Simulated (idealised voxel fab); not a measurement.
Proc. module: voxel wiring stack
FYI the section here is cut, 245 nm wide, cells are 5 nm squares.
The cross-sections in this document take the form of a grid made of square cells. They are written out as bands, in order from top to bottom. Each band consists of one or more rows of cells.
Within each band entry, the heights of the top and of the bottom of the band appear first, in that order and in nm; the materials of the band then follow from left to right, each with its corresponding width in nm. The designation "throughout" on a single material indicates that it fills the band from edge to edge; the designation "air" indicates empty space.
Counting heights begins at 0, where everything beneath is, in the wafer as received, one material. The lowest band has no bottom; it goes on downwards, as "0 and below" shows.
The width entry "30..40" should be interpreted row by row: the top row of cells in the band takes the first number, the bottom row takes the second number, and the change between adjacent rows is uniform throughout.
Where the words "everything unchanged" appear for a step, the cross-section shows no cell changed by that step; every cell remained as before.
"Unvented voids" - sealed voids, min. 8 cells, no opening to top; format: width x height at distance (distance from left edge; nm throughout).
Note: text after step settings on the step line = simulator remark on that step.
The line of a step may include "overlay nm". On a step with a mask, this value is how far to the right of its planned place the mask lay. A negative value means the mask lay to the left.
In what follows, pairs of cross-sections are presented, each taken before and after one process step, with the after cross-section shown only down to the lowest band that was altered; the step, together with its settings, is stated below the pair. The pairs may stem from different runs of this module on the same starting wafer; accordingly, a pair should be taken as continuing from the one above it solely where its entry headed "Pre-step condition" indicates as much.

# Pre-step condition
	85 down to 65 = air: 60 | Ru: 20 | air: 15 | Ru: 20 | air: 15 | Ru: 20 | air: 15 | Ru: 20 | air: 60
	65 down to 60 = TiN throughout
	60 down to 40 = SiO2: 60 | Ru: 15 | SiO2: 55 | Ru: 15 | SiO2: 100
	40 down to 35 = SiCN: 60 | Ru: 15 | SiCN: 55 | Ru: 15 | SiCN: 100
	35 down to 20 = SiO2: 55 | SiN: 5 | Ru: 20 | SiN: 5 | SiO2: 5 | SiN: 5 | Ru: 20 | SiN: 5 | SiO2: 5 | SiN: 5 | Ru: 20 | SiN: 5 | SiO2: 5 | SiN: 5 | Ru: 20 | SiN: 5 | SiO2: 55
	20 down to 15 = SiN: 60 | Ru: 20 | SiN: 15 | Ru: 20 | SiN: 15 | Ru: 20 | SiN: 15 | Ru: 20 | SiN: 60
	15 down to 5 = SiO2 throughout
	5 down to 0 = TiN throughout
	0 and below = Si throughout
	Unvented voids: none

# Cross-Section Thereafter
	85 down to 65 = air: 60 | Ru: 20 | air: 15 | Ru: 20 | air: 15 | Ru: 20 | air: 15 | Ru: 20 | air: 60
	65 down to 60 = air: 60 | TiN: 20 | air: 15 | TiN: 20 | air: 15 | TiN: 20 | air: 15 | TiN: 20 | air: 60
	Below 60, no change.
	Unvented voids: none
The step that takes the structure from the upper cross-section to the lower one is MASKED_ETCH [tone cover] [mask id METAL_2] [width nm 20] [pitch nm 35] [etch materials TiN] [depth nm 5] [overlay nm 0]

Pre-step condition: as shown after the step in the preceding pair, directly above.

# Cross-Section Thereafter
	95 down to 85 = SiO2 throughout
	85 down to 65 = SiO2: 60 | Ru: 20 | SiO2: 15 | Ru: 20 | SiO2: 15 | Ru: 20 | SiO2: 15 | Ru: 20 | SiO2: 60
	65 down to 60 = SiO2: 60 | TiN: 20 | SiO2: 15 | TiN: 20 | SiO2: 15 | TiN: 20 | SiO2: 15 | TiN: 20 | SiO2: 60
	Below 60, no change.
	Unvented voids: none
The step that takes the structure from the upper cross-section to the lower one is FILL_DEP [material SiO2] [thk nm 10]

Pre-step condition: as shown after the step in the preceding pair, directly above.

# Cross-Section Thereafter
	85 down to 65 = SiO2: 60 | Ru: 20 | SiO2: 15 | Ru: 20 | SiO2: 15 | Ru: 20 | SiO2: 15 | Ru: 20 | SiO2: 60
	Below 65, no change.
	Unvented voids: none
The step that takes the structure from the upper cross-section to the lower one is CMP [height nm 85]

Pre-step condition: as shown after the step in the preceding pair, directly above.

# Cross-Section Thereafter
	90 down to 85 = SiCN throughout
	Below 85, no change.
	Unvented voids: none
The step that takes the structure from the upper cross-section to the lower one is CONFORMAL_DEP [material SiCN] [thk nm 5]

Pre-step condition: as shown after the step in the preceding pair, directly above.

# Cross-Section Thereafter
	105 down to 90 = SiO2 throughout
	Below 90, no change.
	Unvented voids: none
The step that takes the structure from the upper cross-section to the lower one is DIRECTIONAL_DEP [material SiO2] [thk nm 15]

Pre-step condition: as shown after the step in the preceding pair, directly above.

# Cross-Section Thereafter
	105 down to 90 = SiO2: 60 | air: 15 | SiO2: 20 | air: 15 | SiO2: 20 | air: 15 | SiO2: 20 | air: 15 | SiO2: 65
	Below 90, no change.
	Unvented voids: none
The step that takes the structure from the upper cross-section to the lower one is MASKED_ETCH [tone open] [mask id PLUG_2] [width nm 15] [pitch nm 35] [etch materials SiO2] [depth nm 15] [overlay nm 0]

Pre-step condition: as shown after the step in the preceding pair, directly above.

# Cross-Section Thereafter
	105 down to 90 = SiO2: 60 | air: 15 | SiO2: 20 | air: 15 | SiO2: 20 | air: 15 | SiO2: 20 | air: 15 | SiO2: 65
	90 down to 85 = SiCN: 60 | air: 15 | SiCN: 20 | air: 15 | SiCN: 20 | air: 15 | SiCN: 20 | air: 15 | SiCN: 65
	Below 85, no change.
	Unvented voids: none
The step that takes the structure from the upper cross-section to the lower one is MASKED_ETCH [tone open] [mask id PLUG_2] [width nm 15] [pitch nm 35] [etch materials SiCN] [depth nm 5] [overlay nm 0]

Pre-step condition: as shown after the step in the preceding pair, directly above.

# Cross-Section Thereafter
	110 down to 105 = TiN: 65 | air: 5 | TiN: 30 | air: 5 | TiN: 30 | air: 5 | TiN: 30 | air: 5 | TiN: 70
	105 down to 90 = SiO2: 60 | TiN: 5 | air: 5 | TiN: 5 | SiO2: 20 | TiN: 5 | air: 5 | TiN: 5 | SiO2: 20 | TiN: 5 | air: 5 | TiN: 5 | SiO2: 20 | TiN: 5 | air: 5 | TiN: 5 | SiO2: 65
	90 down to 85 = SiCN: 60 | TiN: 15 | SiCN: 20 | TiN: 15 | SiCN: 20 | TiN: 15 | SiCN: 20 | TiN: 15 | SiCN: 65
	Below 85, no change.
	Unvented voids: none
The step that takes the structure from the upper cross-section to the lower one is CONFORMAL_DEP [material TiN] [thk nm 5]

Pre-step condition: as shown after the step in the preceding pair, directly above.

# Cross-Section Thereafter
	115 down to 110 = W throughout
	110 down to 105 = TiN: 65 | W: 5 | TiN: 30 | W: 5 | TiN: 30 | W: 5 | TiN: 30 | W: 5 | TiN: 70
	105 down to 90 = SiO2: 60 | TiN: 5 | W: 5 | TiN: 5 | SiO2: 20 | TiN: 5 | W: 5 | TiN: 5 | SiO2: 20 | TiN: 5 | W: 5 | TiN: 5 | SiO2: 20 | TiN: 5 | W: 5 | TiN: 5 | SiO2: 65
	Below 90, no change.
	Unvented voids: none
The step that takes the structure from the upper cross-section to the lower one is FILL_DEP [material W] [thk nm 5]

Pre-step condition: as shown after the step in the preceding pair, directly above.

# Cross-Section Thereafter
	105 down to 90 = SiO2: 60 | TiN: 5 | W: 5 | TiN: 5 | SiO2: 20 | TiN: 5 | W: 5 | TiN: 5 | SiO2: 20 | TiN: 5 | W: 5 | TiN: 5 | SiO2: 20 | TiN: 5 | W: 5 | TiN: 5 | SiO2: 65
	Below 90, no change.
	Unvented voids: none
The step that takes the structure from the upper cross-section to the lower one is CMP [height nm 105]

Pre-step condition: as shown after the step in the preceding pair, directly above.

# Cross-Section Thereafter
	110 down to 105 = TiN throughout
	Below 105, no change.
	Unvented voids: none
The step that takes the structure from the upper cross-section to the lower one is DIRECTIONAL_DEP [material TiN] [thk nm 5]

Pre-step condition: as shown after the step in the preceding pair, directly above.

# Cross-Section Thereafter
	135 down to 110 = W throughout
	Below 110, no change.
	Unvented voids: none
The step that takes the structure from the upper cross-section to the lower one is DIRECTIONAL_DEP [material W] [thk nm 25]

Pre-step condition: as shown after the step in the preceding pair, directly above.

# Cross-Section Thereafter
	155 down to 135 = air: 60 | resist: 20 | air: 15 | resist: 20 | air: 15 | resist: 20 | air: 15 | resist: 20 | air: 60
	Below 135, no change.
	Unvented voids: none
The step that takes the structure from the upper cross-section to the lower one is PATTERN [tone cover] [mask id METAL_3] [material resist] [width nm 20] [pitch nm 35] [thk nm 20] [overlay nm 0]

Pre-step condition: as shown after the step in the preceding pair, directly above.

# Cross-Section Thereafter
	155 down to 135 = air: 60 | resist: 20 | air: 15 | resist: 20 | air: 15 | resist: 20 | air: 15 | resist: 20 | air: 60
	135 down to 110 = air: 60 | W: 20 | air: 15 | W: 20 | air: 15 | W: 20 | air: 15 | W: 20 | air: 60
	Below 110, no change.
	Unvented voids: none
The step that takes the structure from the upper cross-section to the lower one is DIRECTIONAL_ETCH [etch materials W] [depth nm 25]

Pre-step condition: as shown after the step in the preceding pair, directly above.

# Cross-Section Thereafter
	155 down to 135 = air: 60 | resist: 20 | air: 15 | resist: 20 | air: 15 | resist: 20 | air: 15 | resist: 20 | air: 60
	135 down to 110 = air: 60 | W: 20 | air: 15 | W: 20 | air: 15 | W: 20 | air: 15 | W: 20 | air: 60
	110 down to 105 = air: 60 | TiN: 20 | air: 15 | TiN: 20 | air: 15 | TiN: 20 | air: 15 | TiN: 20 | air: 60
	Below 105, no change.
	Unvented voids: none
The step that takes the structure from the upper cross-section to the lower one is DIRECTIONAL_ETCH [etch materials TiN] [depth nm 5]

Pre-step condition: as shown after the step in the preceding pair, directly above.

# Cross-Section Thereafter
	135 down to 110 = air: 60 | W: 20 | air: 15 | W: 20 | air: 15 | W: 20 | air: 15 | W: 20 | air: 60
	Below 110, no change.
	Unvented voids: none
The step that takes the structure from the upper cross-section to the lower one is STRIP [etch materials resist]

Pre-step condition: as shown after the step in the preceding pair, directly above.

# Cross-Section Thereafter
	140 down to 135 = SiO2 throughout
	135 down to 110 = SiO2: 60 | W: 20 | SiO2: 15 | W: 20 | SiO2: 15 | W: 20 | SiO2: 15 | W: 20 | SiO2: 60
	110 down to 105 = SiO2: 60 | TiN: 20 | SiO2: 15 | TiN: 20 | SiO2: 15 | TiN: 20 | SiO2: 15 | TiN: 20 | SiO2: 60
	Below 105, no change.
	Unvented voids: none
The step that takes the structure from the upper cross-section to the lower one is FILL_DEP [material SiO2] [thk nm 5]

Pre-step condition: as shown after the step in the preceding pair, directly above.

# Cross-Section Thereafter
	135 down to 110 = SiO2: 60 | W: 20 | SiO2: 15 | W: 20 | SiO2: 15 | W: 20 | SiO2: 15 | W: 20 | SiO2: 60
	Below 110, no change.
	Unvented voids: none
The step that takes the structure from the upper cross-section to the lower one is CMP [height nm 135]

Pre-step condition: as shown after the step in the preceding pair, directly above.

# Cross-Section Thereafter
	140 down to 135 = SiN throughout
	Below 135, no change.
	Unvented voids: none
The step that takes the structure from the upper cross-section to the lower one is CONFORMAL_DEP [material SiN] [thk nm 5]

# Pre-step condition
	75 down to 60 = aC: 60 | air: 15 | aC: 55 | air: 15 | aC: 100
	60 down to 40 = SiO2 throughout
	40 down to 35 = SiCN throughout
	35 down to 15 = SiO2: 55 | SiN: 5 | Ru: 20 | SiN: 5 | SiO2: 5 | SiN: 5 | Ru: 20 | SiN: 5 | SiO2: 5 | SiN: 5 | Ru: 20 | SiN: 5 | SiO2: 5 | SiN: 5 | Ru: 20 | SiN: 5 | SiO2: 55
	15 down to 10 = SiN: 60 | TiN: 20 | SiN: 15 | TiN: 20 | SiN: 15 | TiN: 20 | SiN: 15 | TiN: 20 | SiN: 60
	10 down to 0 = SiO2 throughout
	0 and below = Si throughout
	Unvented voids: none

# Cross-Section Thereafter
	75 down to 60 = aC: 60 | air: 15 | aC: 55 | air: 15 | aC: 100
	60 down to 45 = SiO2: 60 | air: 15 | SiO2: 55 | air: 15 | SiO2: 100
	Below 45, no change.
	Unvented voids: none
The step that takes the structure from the upper cross-section to the lower one is DIRECTIONAL_ETCH [etch materials SiO2] [depth nm 15]

Pre-step condition: as shown after the step in the preceding pair, directly above.

# Cross-Section Thereafter
	60 down to 45 = SiO2: 60 | air: 15 | SiO2: 55 | air: 15 | SiO2: 100
	Below 45, no change.
	Unvented voids: none
The step that takes the structure from the upper cross-section to the lower one is STRIP [etch materials aC]

Pre-step condition: as shown after the step in the preceding pair, directly above.

# Cross-Section Thereafter
	65 down to 60 = TiN: 60 | air: 15 | TiN: 55 | air: 15 | TiN: 100
	60 down to 50 = SiO2: 60 | air: 15 | SiO2: 55 | air: 15 | SiO2: 100
	50 down to 45 = SiO2: 60 | TiN: 15 | SiO2: 55 | TiN: 15 | SiO2: 100
	Below 45, no change.
	Unvented voids: none
The step that takes the structure from the upper cross-section to the lower one is DIRECTIONAL_DEP [material TiN] [thk nm 5]

Pre-step condition: as shown after the step in the preceding pair, directly above.

# Cross-Section Thereafter
	85 down to 70 = Ru: 60 | air: 15 | Ru: 55 | air: 15 | Ru: 100
	70 down to 65 = Ru throughout
	65 down to 60 = TiN: 60 | Ru: 15 | TiN: 55 | Ru: 15 | TiN: 100
	60 down to 50 = SiO2: 60 | Ru: 15 | SiO2: 55 | Ru: 15 | SiO2: 100
	Below 50, no change.
	Unvented voids: none
The step that takes the structure from the upper cross-section to the lower one is DIRECTIONAL_DEP [material Ru] [thk nm 20]

Pre-step condition: as shown after the step in the preceding pair, directly above.

# Cross-Section Thereafter
	85 down to 70 = air: 75 | Ru: 5 | air: 15 | Ru: 20 | air: 30 | Ru: 5 | air: 15 | Ru: 20 | air: 60
	70 down to 65 = air: 60 | Ru: 20 | air: 15 | Ru: 20 | air: 15 | Ru: 20 | air: 15 | Ru: 20 | air: 60
	Below 65, no change.
	Unvented voids: none
The step that takes the structure from the upper cross-section to the lower one is MASKED_ETCH [tone cover] [mask id METAL_2] [width nm 20] [pitch nm 35] [etch materials Ru] [depth nm 20] [overlay nm 0]

Pre-step condition: as shown after the step in the preceding pair, directly above.

# Cross-Section Thereafter
	85 down to 70 = air: 75 | Ru: 5 | air: 15 | Ru: 20 | air: 30 | Ru: 5 | air: 15 | Ru: 20 | air: 60
	70 down to 65 = air: 60 | Ru: 20 | air: 15 | Ru: 20 | air: 15 | Ru: 20 | air: 15 | Ru: 20 | air: 60
	65 down to 60 = air: 60 | Ru: 15 | TiN: 5 | air: 15 | TiN: 20 | air: 15 | Ru: 15 | TiN: 5 | air: 15 | TiN: 20 | air: 60
	Below 60, no change.
	Unvented voids: none
The step that takes the structure from the upper cross-section to the lower one is MASKED_ETCH [tone cover] [mask id METAL_2] [width nm 20] [pitch nm 35] [etch materials TiN] [depth nm 5] [overlay nm 0]

Pre-step condition: as shown after the step in the preceding pair, directly above.

# Cross-Section Thereafter
	95 down to 85 = SiO2 throughout
	85 down to 70 = SiO2: 75 | Ru: 5 | SiO2: 15 | Ru: 20 | SiO2: 30 | Ru: 5 | SiO2: 15 | Ru: 20 | SiO2: 60
	70 down to 65 = SiO2: 60 | Ru: 20 | SiO2: 15 | Ru: 20 | SiO2: 15 | Ru: 20 | SiO2: 15 | Ru: 20 | SiO2: 60
	65 down to 60 = SiO2: 60 | Ru: 15 | TiN: 5 | SiO2: 15 | TiN: 20 | SiO2: 15 | Ru: 15 | TiN: 5 | SiO2: 15 | TiN: 20 | SiO2: 60
	Below 60, no change.
	Unvented voids: none
The step that takes the structure from the upper cross-section to the lower one is FILL_DEP [material SiO2] [thk nm 10]

Pre-step condition: as shown after the step in the preceding pair, directly above.

# Cross-Section Thereafter
	85 down to 70 = SiO2: 75 | Ru: 5 | SiO2: 15 | Ru: 20 | SiO2: 30 | Ru: 5 | SiO2: 15 | Ru: 20 | SiO2: 60
	Below 70, no change.
	Unvented voids: none
The step that takes the structure from the upper cross-section to the lower one is CMP [height nm 85]

Pre-step condition: as shown after the step in the preceding pair, directly above.

# Cross-Section Thereafter
	90 down to 85 = SiCN throughout
	Below 85, no change.
	Unvented voids: none
The step that takes the structure from the upper cross-section to the lower one is CONFORMAL_DEP [material SiCN] [thk nm 5]

Pre-step condition: as shown after the step in the preceding pair, directly above.

# Cross-Section Thereafter
	105 down to 90 = SiO2 throughout
	Below 90, no change.
	Unvented voids: none
The step that takes the structure from the upper cross-section to the lower one is DIRECTIONAL_DEP [material SiO2] [thk nm 15]

Pre-step condition: as shown after the step in the preceding pair, directly above.

# Cross-Section Thereafter
	105 down to 90 = SiO2: 60 | air: 15 | SiO2: 20 | air: 15 | SiO2: 20 | air: 15 | SiO2: 20 | air: 15 | SiO2: 65
	Below 90, no change.
	Unvented voids: none
The step that takes the structure from the upper cross-section to the lower one is MASKED_ETCH [tone open] [mask id PLUG_2] [width nm 15] [pitch nm 35] [etch materials SiO2] [depth nm 15] [overlay nm 0]

Pre-step condition: as shown after the step in the preceding pair, directly above.

# Cross-Section Thereafter
	105 down to 90 = SiO2: 60 | air: 15 | SiO2: 20 | air: 15 | SiO2: 20 | air: 15 | SiO2: 20 | air: 15 | SiO2: 65
	90 down to 85 = SiCN: 60 | air: 15 | SiCN: 20 | air: 15 | SiCN: 20 | air: 15 | SiCN: 20 | air: 15 | SiCN: 65
	Below 85, no change.
	Unvented voids: none
The step that takes the structure from the upper cross-section to the lower one is MASKED_ETCH [tone open] [mask id PLUG_2] [width nm 15] [pitch nm 35] [etch materials SiCN] [depth nm 5] [overlay nm 0]

Pre-step condition: as shown after the step in the preceding pair, directly above.

# Cross-Section Thereafter
	110 down to 105 = TiN: 65 | air: 5 | TiN: 30 | air: 5 | TiN: 30 | air: 5 | TiN: 30 | air: 5 | TiN: 70
	105 down to 90 = SiO2: 60 | TiN: 5 | air: 5 | TiN: 5 | SiO2: 20 | TiN: 5 | air: 5 | TiN: 5 | SiO2: 20 | TiN: 5 | air: 5 | TiN: 5 | SiO2: 20 | TiN: 5 | air: 5 | TiN: 5 | SiO2: 65
	90 down to 85 = SiCN: 60 | TiN: 15 | SiCN: 20 | TiN: 15 | SiCN: 20 | TiN: 15 | SiCN: 20 | TiN: 15 | SiCN: 65
	Below 85, no change.
	Unvented voids: none
The step that takes the structure from the upper cross-section to the lower one is CONFORMAL_DEP [material TiN] [thk nm 5]

Pre-step condition: as shown after the step in the preceding pair, directly above.

# Cross-Section Thereafter
	115 down to 110 = W throughout
	110 down to 105 = TiN: 65 | W: 5 | TiN: 30 | W: 5 | TiN: 30 | W: 5 | TiN: 30 | W: 5 | TiN: 70
	105 down to 90 = SiO2: 60 | TiN: 5 | W: 5 | TiN: 5 | SiO2: 20 | TiN: 5 | W: 5 | TiN: 5 | SiO2: 20 | TiN: 5 | W: 5 | TiN: 5 | SiO2: 20 | TiN: 5 | W: 5 | TiN: 5 | SiO2: 65
	Below 90, no change.
	Unvented voids: none
The step that takes the structure from the upper cross-section to the lower one is FILL_DEP [material W] [thk nm 5]

Pre-step condition: as shown after the step in the preceding pair, directly above.

# Cross-Section Thereafter
	105 down to 90 = SiO2: 60 | TiN: 5 | W: 5 | TiN: 5 | SiO2: 20 | TiN: 5 | W: 5 | TiN: 5 | SiO2: 20 | TiN: 5 | W: 5 | TiN: 5 | SiO2: 20 | TiN: 5 | W: 5 | TiN: 5 | SiO2: 65
	Below 90, no change.
	Unvented voids: none
The step that takes the structure from the upper cross-section to the lower one is CMP [height nm 105]

Pre-step condition: as shown after the step in the preceding pair, directly above.

# Cross-Section Thereafter
	110 down to 105 = TiN throughout
	Below 105, no change.
	Unvented voids: none
The step that takes the structure from the upper cross-section to the lower one is DIRECTIONAL_DEP [material TiN] [thk nm 5]

Pre-step condition: as shown after the step in the preceding pair, directly above.

# Cross-Section Thereafter
	135 down to 110 = W throughout
	Below 110, no change.
	Unvented voids: none
The step that takes the structure from the upper cross-section to the lower one is DIRECTIONAL_DEP [material W] [thk nm 25]

Pre-step condition: as shown after the step in the preceding pair, directly above.

# Cross-Section Thereafter
	155 down to 135 = air: 60 | resist: 20 | air: 15 | resist: 20 | air: 15 | resist: 20 | air: 15 | resist: 20 | air: 60
	Below 135, no change.
	Unvented voids: none
The step that takes the structure from the upper cross-section to the lower one is PATTERN [tone cover] [mask id METAL_3] [material resist] [width nm 20] [pitch nm 35] [thk nm 20] [overlay nm 0]

Pre-step condition: as shown after the step in the preceding pair, directly above.

# Cross-Section Thereafter
	155 down to 135 = air: 60 | resist: 20 | air: 15 | resist: 20 | air: 15 | resist: 20 | air: 15 | resist: 20 | air: 60
	135 down to 110 = air: 60 | W: 20 | air: 15 | W: 20 | air: 15 | W: 20 | air: 15 | W: 20 | air: 60
	Below 110, no change.
	Unvented voids: none
The step that takes the structure from the upper cross-section to the lower one is DIRECTIONAL_ETCH [etch materials W] [depth nm 25]

Pre-step condition: as shown after the step in the preceding pair, directly above.

# Cross-Section Thereafter
	155 down to 135 = air: 60 | resist: 20 | air: 15 | resist: 20 | air: 15 | resist: 20 | air: 15 | resist: 20 | air: 60
	135 down to 110 = air: 60 | W: 20 | air: 15 | W: 20 | air: 15 | W: 20 | air: 15 | W: 20 | air: 60
	110 down to 105 = air: 60 | TiN: 20 | air: 15 | TiN: 20 | air: 15 | TiN: 20 | air: 15 | TiN: 20 | air: 60
	Below 105, no change.
	Unvented voids: none
The step that takes the structure from the upper cross-section to the lower one is DIRECTIONAL_ETCH [etch materials TiN] [depth nm 5]

Pre-step condition: as shown after the step in the preceding pair, directly above.

# Cross-Section Thereafter
	135 down to 110 = air: 60 | W: 20 | air: 15 | W: 20 | air: 15 | W: 20 | air: 15 | W: 20 | air: 60
	Below 110, no change.
	Unvented voids: none
The step that takes the structure from the upper cross-section to the lower one is STRIP [etch materials resist]

Pre-step condition: as shown after the step in the preceding pair, directly above.

# Cross-Section Thereafter
	140 down to 135 = SiO2 throughout
	135 down to 110 = SiO2: 60 | W: 20 | SiO2: 15 | W: 20 | SiO2: 15 | W: 20 | SiO2: 15 | W: 20 | SiO2: 60
	110 down to 105 = SiO2: 60 | TiN: 20 | SiO2: 15 | TiN: 20 | SiO2: 15 | TiN: 20 | SiO2: 15 | TiN: 20 | SiO2: 60
	Below 105, no change.
	Unvented voids: none
The step that takes the structure from the upper cross-section to the lower one is FILL_DEP [material SiO2] [thk nm 5]

Pre-step condition: as shown after the step in the preceding pair, directly above.

# Cross-Section Thereafter
	135 down to 110 = SiO2: 60 | W: 20 | SiO2: 15 | W: 20 | SiO2: 15 | W: 20 | SiO2: 15 | W: 20 | SiO2: 60
	Below 110, no change.
	Unvented voids: none
The step that takes the structure from the upper cross-section to the lower one is CMP [height nm 135]

Pre-step condition: as shown after the step in the preceding pair, directly above.

# Cross-Section Thereafter
	140 down to 135 = SiN throughout
	Below 135, no change.
	Unvented voids: none
The step that takes the structure from the upper cross-section to the lower one is CONFORMAL_DEP [material SiN] [thk nm 5]

# Pre-step condition
	75 down to 60 = aC throughout
	60 down to 40 = SiO2 throughout
	40 down to 35 = SiCN throughout
	35 down to 15 = SiO2: 55 | SiN: 5 | Ru: 20 | SiN: 5 | SiO2: 5 | SiN: 5 | Ru: 20 | SiN: 5 | SiO2: 5 | SiN: 5 | Ru: 20 | SiN: 5 | SiO2: 5 | SiN: 5 | Ru: 20 | SiN: 5 | SiO2: 55
	15 down to 10 = SiN: 60 | TiN: 20 | SiN: 15 | TiN: 20 | SiN: 15 | TiN: 20 | SiN: 15 | TiN: 20 | SiN: 60
	10 down to 0 = SiO2 throughout
	0 and below = Si throughout
	Unvented voids: none

# Cross-Section Thereafter
	105 down to 75 = resist: 55 | air: 25 | resist: 45 | air: 25 | resist: 95
	Below 75, no change.
	Unvented voids: none
The step that takes the structure from the upper cross-section to the lower one is PATTERN [tone open] [mask id PLUG_1] [material resist] [width nm 25] [pitch nm 70] [thk nm 30] [overlay nm 0]

Pre-step condition: as shown after the step in the preceding pair, directly above.

# Cross-Section Thereafter
	90 down to 75 = resist: 55 | air: 25 | resist: 45 | air: 25 | resist: 95
	75 down to 60 = aC: 55 | air: 25 | aC: 45 | air: 25 | aC: 95
	Below 60, no change.
	Unvented voids: none
The step that takes the structure from the upper cross-section to the lower one is DIRECTIONAL_ETCH [etch materials aC] [depth nm 15]

Pre-step condition: as shown after the step in the preceding pair, directly above.

# Cross-Section Thereafter
	75 down to 60 = aC: 55 | air: 25 | aC: 45 | air: 25 | aC: 95
	Below 60, no change.
	Unvented voids: none
The step that takes the structure from the upper cross-section to the lower one is STRIP [etch materials resist]

Pre-step condition: as shown after the step in the preceding pair, directly above.

# Cross-Section Thereafter
	75 down to 60 = aC: 55 | air: 25 | aC: 45 | air: 25 | aC: 95
	60 down to 40 = SiO2: 55 | air: 25 | SiO2: 45 | air: 25 | SiO2: 95
	Below 40, no change.
	Unvented voids: none
The step that takes the structure from the upper cross-section to the lower one is DIRECTIONAL_ETCH [etch materials SiO2] [depth nm 20]

Pre-step condition: as shown after the step in the preceding pair, directly above.

# Cross-Section Thereafter
	75 down to 60 = aC: 55 | air: 25 | aC: 45 | air: 25 | aC: 95
	60 down to 40 = SiO2: 55 | air: 25 | SiO2: 45 | air: 25 | SiO2: 95
	40 down to 35 = SiCN: 55 | air: 25 | SiCN: 45 | air: 25 | SiCN: 95
	Below 35, no change.
	Unvented voids: none
The step that takes the structure from the upper cross-section to the lower one is DIRECTIONAL_ETCH [etch materials SiCN] [depth nm 5]

Pre-step condition: as shown after the step in the preceding pair, directly above.

# Cross-Section Thereafter
	60 down to 40 = SiO2: 55 | air: 25 | SiO2: 45 | air: 25 | SiO2: 95
	Below 40, no change.
	Unvented voids: none
The step that takes the structure from the upper cross-section to the lower one is STRIP [etch materials aC]

Pre-step condition: as shown after the step in the preceding pair, directly above.

# Cross-Section Thereafter
	60 down to 45 = SiO2: 55 | air: 25 | SiO2: 45 | air: 25 | SiO2: 95
	45 down to 40 = SiO2: 55 | Ru: 25 | SiO2: 45 | Ru: 25 | SiO2: 95
	40 down to 35 = SiCN: 55 | Ru: 25 | SiCN: 45 | Ru: 25 | SiCN: 95
	Below 35, no change.
	Unvented voids: none
The step that takes the structure from the upper cross-section to the lower one is EPI [material Ru] [thk nm 10]

Pre-step condition: as shown after the step in the preceding pair, directly above.

# Cross-Section Thereafter
	60 down to 55 = SiO2: 55 | air: 25 | SiO2: 45 | air: 25 | SiO2: 95
	55 down to 40 = SiO2: 55 | Ru: 25 | SiO2: 45 | Ru: 25 | SiO2: 95
	Below 40, no change.
	Unvented voids: none
The step that takes the structure from the upper cross-section to the lower one is EPI [material Ru] [thk nm 10]

Pre-step condition: as shown after the step in the preceding pair, directly above.

# Cross-Section Thereafter
	60 down to 40 = SiO2: 55 | Ru: 25 | SiO2: 45 | Ru: 25 | SiO2: 95
	Below 40, no change.
	Unvented voids: none
The step that takes the structure from the upper cross-section to the lower one is EPI [material Ru] [thk nm 5]

Pre-step condition: as shown after the step in the preceding pair, directly above.

# Cross-Section Thereafter
	65 down to 60 = TiN throughout
	Below 60, no change.
	Unvented voids: none
The step that takes the structure from the upper cross-section to the lower one is DIRECTIONAL_DEP [material TiN] [thk nm 5]

Pre-step condition: as shown after the step in the preceding pair, directly above.

# Cross-Section Thereafter
	85 down to 65 = Ru throughout
	Below 65, no change.
	Unvented voids: none
The step that takes the structure from the upper cross-section to the lower one is DIRECTIONAL_DEP [material Ru] [thk nm 20]

Pre-step condition: as shown after the step in the preceding pair, directly above.

# Cross-Section Thereafter
	85 down to 65 = air: 60 | Ru: 20 | air: 15 | Ru: 20 | air: 15 | Ru: 20 | air: 15 | Ru: 20 | air: 60
	Below 65, no change.
	Unvented voids: none
The step that takes the structure from the upper cross-section to the lower one is MASKED_ETCH [tone cover] [mask id METAL_2] [width nm 20] [pitch nm 35] [etch materials Ru] [depth nm 20] [overlay nm 0]

Pre-step condition: as shown after the step in the preceding pair, directly above.

# Cross-Section Thereafter
	85 down to 65 = air: 60 | Ru: 20 | air: 15 | Ru: 20 | air: 15 | Ru: 20 | air: 15 | Ru: 20 | air: 60
	65 down to 60 = air: 60 | TiN: 20 | air: 15 | TiN: 20 | air: 15 | TiN: 20 | air: 15 | TiN: 20 | air: 60
	Below 60, no change.
	Unvented voids: none
The step that takes the structure from the upper cross-section to the lower one is MASKED_ETCH [tone cover] [mask id METAL_2] [width nm 20] [pitch nm 35] [etch materials TiN] [depth nm 5] [overlay nm 0]

Pre-step condition: as shown after the step in the preceding pair, directly above.

# Cross-Section Thereafter
	95 down to 85 = SiO2 throughout
	85 down to 65 = SiO2: 60 | Ru: 20 | SiO2: 15 | Ru: 20 | SiO2: 15 | Ru: 20 | SiO2: 15 | Ru: 20 | SiO2: 60
	65 down to 60 = SiO2: 60 | TiN: 20 | SiO2: 15 | TiN: 20 | SiO2: 15 | TiN: 20 | SiO2: 15 | TiN: 20 | SiO2: 60
	Below 60, no change.
	Unvented voids: none
The step that takes the structure from the upper cross-section to the lower one is FILL_DEP [material SiO2] [thk nm 10]

Pre-step condition: as shown after the step in the preceding pair, directly above.

# Cross-Section Thereafter
	85 down to 65 = SiO2: 60 | Ru: 20 | SiO2: 15 | Ru: 20 | SiO2: 15 | Ru: 20 | SiO2: 15 | Ru: 20 | SiO2: 60
	Below 65, no change.
	Unvented voids: none
The step that takes the structure from the upper cross-section to the lower one is CMP [height nm 85]

Pre-step condition: as shown after the step in the preceding pair, directly above.

# Cross-Section Thereafter
	90 down to 85 = SiCN throughout
	Below 85, no change.
	Unvented voids: none
The step that takes the structure from the upper cross-section to the lower one is CONFORMAL_DEP [material SiCN] [thk nm 5]

Pre-step condition: as shown after the step in the preceding pair, directly above.

# Cross-Section Thereafter
	105 down to 90 = SiO2 throughout
	Below 90, no change.
	Unvented voids: none
The step that takes the structure from the upper cross-section to the lower one is DIRECTIONAL_DEP [material SiO2] [thk nm 15]

Pre-step condition: as shown after the step in the preceding pair, directly above.

# Cross-Section Thereafter
	105 down to 90 = SiO2: 60 | air: 15 | SiO2: 20 | air: 15 | SiO2: 20 | air: 15 | SiO2: 20 | air: 15 | SiO2: 65
	Below 90, no change.
	Unvented voids: none
The step that takes the structure from the upper cross-section to the lower one is MASKED_ETCH [tone open] [mask id PLUG_2] [width nm 15] [pitch nm 35] [etch materials SiO2] [depth nm 15] [overlay nm 0]
